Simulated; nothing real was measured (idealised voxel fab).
This section sets out a process module, namely voxel gate over fins.
The width of the displayed cross-section, cut, is 145 nm; its cells are square, with a size of 5 nm.
Notation: cross-section as square-cell grid; stated in bands, top first, going down; one or more cell rows per band.
Each band's line starts with the height of the band's top and of its bottom, in nm. Then come its materials from left to right, each with its width in nm. One material with "everywhere" fills the band from edge to edge. "empty" is empty space.
Zero point of the height axis is 0; under it, received wafer = one material. Lowest band: continues down indefinitely, "0 and below".
Note: "30..40" means the width goes from the first number (top row of the band) to the second number (bottom row) in equal steps per row of cells.
The designation "nothing changed", where it is given for a processing step, indicates that no cell of the cross-section was altered in the course of that step.
Under "Closed void inventory" you'll find the enclosed gaps, the ones with no way out to the top, that are 8 cells or bigger; each reads width x height at distance, with distance counted from the left edge, everything in nm.
Step line, after settings: the simulator's comment on this step.
"overlay nm" on a masked step: distance the mask lay right of its planned place, negative for left.
**Process steps - plan**
1. RECEIVE: material Si
2. CONFORMAL_DEP: material SiN, thk nm 5
3. PATTERN: tone cover, mask id FINS, material resist, width nm 15, pitch nm 35, thk nm 20, overlay nm 0
4. DIRECTIONAL_ETCH: etch materials SiN, depth nm 5
5. DIRECTIONAL_ETCH: etch materials Si, depth nm 30
6. STRIP: etch materials resist
7. OXIDIZE: depth nm 5
8. FILL_DEP: material SiO2, thk nm 15
9. CMP: height nm 5
10. SELECTIVE_ETCH: etch materials SiO2, depth nm 15
11. STRIP: etch materials SiN
12. CONFORMAL_DEP: material HfO2, thk nm 5
13. CONFORMAL_DEP: material TiN, thk nm 5
14. FILL_DEP: material W, thk nm 15
15. CMP: height nm 20
16. CONFORMAL_DEP: material SiN, thk nm 5
For clarity, it should be stated that the wafers under discussion commence in an identical condition and differ with respect to the thk nm of step 12, the plan indicating the value that the first wafer had.
**Cut through the first of several wafers as received, post step 1**
	0 and below | Si everywhere
	Closed void inventory: none
**Note: the following table is arranged by wafer, a row apiece. Each row reports the end-of-module state: per material, cells gained (+) or cells lost (-) compared with the wafer as received; closed voids follow**
thk nm 5; +41 HfO2; -182 Si; +29 SiN; +130 SiO2; +41 TiN; +86 W; Closed void inventory: none
thk nm 10; +82 HfO2; -182 Si; +29 SiN; +130 SiO2; +41 TiN; +45 W; Closed void inventory: none
thk nm 15; +123 HfO2; -182 Si; +29 SiN; +130 SiO2; +33 TiN; +12 W; Closed void inventory: none
thk nm 20; +156 HfO2; -182 Si; +29 SiN; +130 SiO2; +8 TiN; +4 W; Closed void inventory: none
